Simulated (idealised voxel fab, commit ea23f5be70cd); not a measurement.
Proc. module: voxel transistor to metal
Section shown: cut. Width: 150 nm. Cell size: 5 nm, square.
Cross-sections here: square-cell grids, written as top-down lists of bands, a band being one or more rows of cells.
The band entry comprises the height of the band's top followed by the height of its bottom, expressed in nm, and subsequently the band's materials from left to right, each stated together with its width in nm. Where a single material is marked with the word "throughout", that material fills the band from edge to edge. The word "empty" represents empty space.
The level at which height equals 0 is the one under which the wafer, as it arrives, is entirely one material. No lower edge exists for the bottom band, which continues downward and is notated as in "0 down".
Per-row width for "30..40": begins at first number (top row of band), ends at second number (bottom row), increment between rows held constant.
The designation "all unchanged", where it is given for a processing step, indicates that no cell of the cross-section was altered in the course of that step.
"Voids lacking openings" enumerates empty spaces isolated from the top, with no open way to it, that contain at least 8 cells, giving each as width x height at distance from the left edge, all three in nm.
Heads up: the bit after the settings on a step's line is the simulator's remark on that step.
You can add "overlay nm" to a step's line. For a step with a mask, it describes how far the mask lay to the right of its planned position, and a negative number describes a lay to the left.
[So here's the lineup of process steps we planned]
1,op RECEIVE | material Si
2,op OXIDIZE | depth nm 5
3,op CONFORMAL_DEP | material SiN | thk nm 10
4,op MASKED_ETCH | tone cover | mask id ACTIVE | width nm 105 | etch materials SiN | depth nm 10 | overlay nm 0
5,op MASKED_ETCH | tone cover | mask id ACTIVE | width nm 105 | etch materials SiO2 | depth nm 5 | overlay nm 0
6,op MASKED_ETCH | tone cover | mask id ACTIVE | width nm 105 | etch materials Si | depth nm 25 | overlay nm 0
7,op FILL_DEP | material SiO2 | thk nm 15
8,op CMP | height nm 10
9,op SELECTIVE_ETCH | etch materials SiO2 | depth nm 10
10,op STRIP | etch materials SiN
11,op SELECTIVE_ETCH | etch materials SiO2 | depth nm 5
12,op OXIDIZE | depth nm 5
13,op DIRECTIONAL_DEP | material polySi | thk nm 20
14,op DIRECTIONAL_DEP | material SiCN | thk nm 10
15,op PATTERN | tone cover | mask id GATE | material resist | width nm 15 | thk nm 15 | overlay nm 0
16,op DIRECTIONAL_ETCH | etch materials SiCN | depth nm 20
17,op DIRECTIONAL_ETCH | etch materials polySi | depth nm 30
18,op STRIP | etch materials resist
19,op CONFORMAL_DEP | material SiO2 | thk nm 5
20,op DIRECTIONAL_ETCH | etch materials SiO2 | depth nm 5
21,op CONFORMAL_DEP | material SiN | thk nm 10
22,op DIRECTIONAL_ETCH | etch materials SiN | depth nm 10
23,op DIRECTIONAL_ETCH | etch materials SiO2 | depth nm 5
24,op DIRECTIONAL_ETCH | etch materials Si | depth nm 5
25,op EPI | material SiGe | thk nm 5
26,op FILL_DEP | material SiO2 | thk nm 5
27,op CMP | height nm 25
28,op DIRECTIONAL_DEP | material SiO2 | thk nm 10
29,op DIRECTIONAL_DEP | material aC | thk nm 15
30,op PATTERN | tone open | mask id CONTACT | material resist | width nm 30 | pitch nm 55 | thk nm 35 | overlay nm 0
31,op DIRECTIONAL_ETCH | etch materials aC | depth nm 15
32,op STRIP | etch materials resist
33,op DIRECTIONAL_ETCH | etch materials SiO2 | depth nm 45
34,op STRIP | etch materials aC
35,op CONFORMAL_DEP | material TiN | thk nm 5
36,op FILL_DEP | material W | thk nm 5
37,op CMP | height nm 35
38,op DIRECTIONAL_DEP | material TiN | thk nm 5
39,op DIRECTIONAL_DEP | material Ru | thk nm 15
40,op PATTERN | tone cover | mask id METAL_1 | material resist | width nm 15 | pitch nm 70 | thk nm 20 | overlay nm 0
41,op DIRECTIONAL_ETCH | etch materials Ru | depth nm 15
42,op DIRECTIONAL_ETCH | etch materials TiN | depth nm 5
43,op STRIP | etch materials resist
44,op CONFORMAL_DEP | material SiCN | thk nm 5
45,op FILL_DEP | material lowk | thk nm 10
46,op CMP | height nm 55
47,op CONFORMAL_DEP | material SiCN | thk nm 5
48,op DIRECTIONAL_DEP | material SiO2 | thk nm 35
49,op PATTERN | tone open | mask id METAL_2 | material resist | width nm 15 | pitch nm 70 | thk nm 20 | overlay nm 0
50,op DIRECTIONAL_ETCH | etch materials SiO2 | depth nm 20
51,op STRIP | etch materials resist
52,op DIRECTIONAL_DEP | material aC | thk nm 10
53,op PATTERN | tone open | mask id METAL_2_HOLES | material resist | width nm 15 | pitch nm 70 | thk nm 30 | overlay nm 0
54,op DIRECTIONAL_ETCH | etch materials aC | depth nm 10
55,op STRIP | etch materials resist
56,op DIRECTIONAL_ETCH | etch materials SiO2 | depth nm 15
57,op DIRECTIONAL_ETCH | etch materials SiCN | depth nm 5
58,op STRIP | etch materials aC
59,op CONFORMAL_DEP | material TiN | thk nm 5
60,op FILL_DEP | material Cu | thk nm 5
61,op CMP | height nm 95
62,op CONFORMAL_DEP | material SiCN | thk nm 5
[So this is the incoming wafer in cross-section - it's already been through step 1]
* 0 down  Si throughout
* Voids lacking openings: none
[Module complete - cross-section of the first of two wafers, run according to plan]
* 100 to 95  SiCN throughout
* 95 to 60  SiO2=30, then TiN=5, then Cu=5, then TiN=5, then SiO2=55, then TiN=5, then Cu=5, then TiN=5, then SiO2=35
* 60 to 55  SiCN=30, then TiN=15, then SiCN=55, then TiN=15, then SiCN=35
* 55 to 40  lowk=25, then SiCN=5, then Ru=15, then SiCN=5, then lowk=45, then SiCN=5, then Ru=15, then SiCN=5, then lowk=30
* 40 to 35  SiCN=30, then TiN=15, then SiCN=55, then TiN=15, then SiCN=35
* 35 to 25  SiO2=30, then TiN=5, then W=20..10, then TiN=5..15, then SiO2=25, then TiN=5..15, then W=20..10, then TiN=5, then SiO2=35
* 25 to 15  SiO2=30, then TiN=5, then W=10, then TiN=5, then SiN=10, then SiO2=5, then SiCN=15, then SiO2=5, then SiN=10, then TiN=5, then W=10, then TiN=5, then SiO2=35
* 15 to 0  SiO2=30, then TiN=5, then W=10, then TiN=5, then SiN=10, then SiO2=5, then polySi=15, then SiO2=5, then SiN=10, then TiN=5, then W=10, then TiN=5, then SiO2=35
* 0 to -5  SiO2=30, then TiN=5, then W=5, then TiN=10, then SiN=10, then SiO2=5, then polySi=15, then SiO2=5, then SiN=10, then TiN=10, then W=5, then TiN=5, then SiO2=35
* -5 to -10  SiO2=30, then TiN=15, then SiGe=5, then SiO2=45, then SiGe=5, then TiN=15, then SiO2=35
* -10 to -15  SiO2=20, then SiGe=30, then Si=45, then SiGe=30, then SiO2=25
* -15 to -30  SiO2=20, then Si=105, then SiO2=25
* -30 down  Si throughout
* Voids lacking openings: none
[This is the second of the two wafers, cross-sectioned at the end of the module; it started exactly like the first and was given the same plan, but it was run with one mistake]
* 100 to 95  SiCN throughout
* 95 to 75  SiO2=30, then TiN=5, then Cu=5, then TiN=5, then SiO2=55, then TiN=5, then Cu=5, then TiN=5, then SiO2=35
* 75 to 70  SiCN=30, then TiN=15, then SiCN=55, then TiN=15, then SiCN=35
* 70 to 60  lowk throughout
* 60 to 55  lowk=25, then SiCN=25, then lowk=45, then SiCN=25, then lowk=30
* 55 to 40  lowk=25, then SiCN=5, then Ru=15, then SiCN=5, then lowk=45, then SiCN=5, then Ru=15, then SiCN=5, then lowk=30
* 40 to 35  SiCN=30, then TiN=15, then SiCN=55, then TiN=15, then SiCN=35
* 35 to 25  SiO2=30, then TiN=5, then W=20..10, then TiN=5..15, then SiO2=25, then TiN=5..15, then W=20..10, then TiN=5, then SiO2=35
* 25 to 15  SiO2=30, then TiN=5, then W=10, then TiN=5, then SiN=10, then SiO2=5, then SiCN=15, then SiO2=5, then SiN=10, then TiN=5, then W=10, then TiN=5, then SiO2=35
* 15 to 0  SiO2=30, then TiN=5, then W=10, then TiN=5, then SiN=10, then SiO2=5, then polySi=15, then SiO2=5, then SiN=10, then TiN=5, then W=10, then TiN=5, then SiO2=35
* 0 to -5  SiO2=30, then TiN=5, then W=5, then TiN=10, then SiN=10, then SiO2=5, then polySi=15, then SiO2=5, then SiN=10, then TiN=10, then W=5, then TiN=5, then SiO2=35
* -5 to -10  SiO2=30, then TiN=15, then SiGe=5, then SiO2=45, then SiGe=5, then TiN=15, then SiO2=35
* -10 to -15  SiO2=20, then SiGe=30, then Si=45, then SiGe=30, then SiO2=25
* -15 to -30  SiO2=20, then Si=105, then SiO2=25
* -30 down  Si throughout
* Voids lacking openings: none
The plan and the run diverged here: step 46 of the plan was excluded from execution and never run
Counted in cells at the end, the second wafer holds more or fewer of these materials than the first: -6 Cu; +10 SiCN; -72 SiO2; -12 TiN; +80 lowk
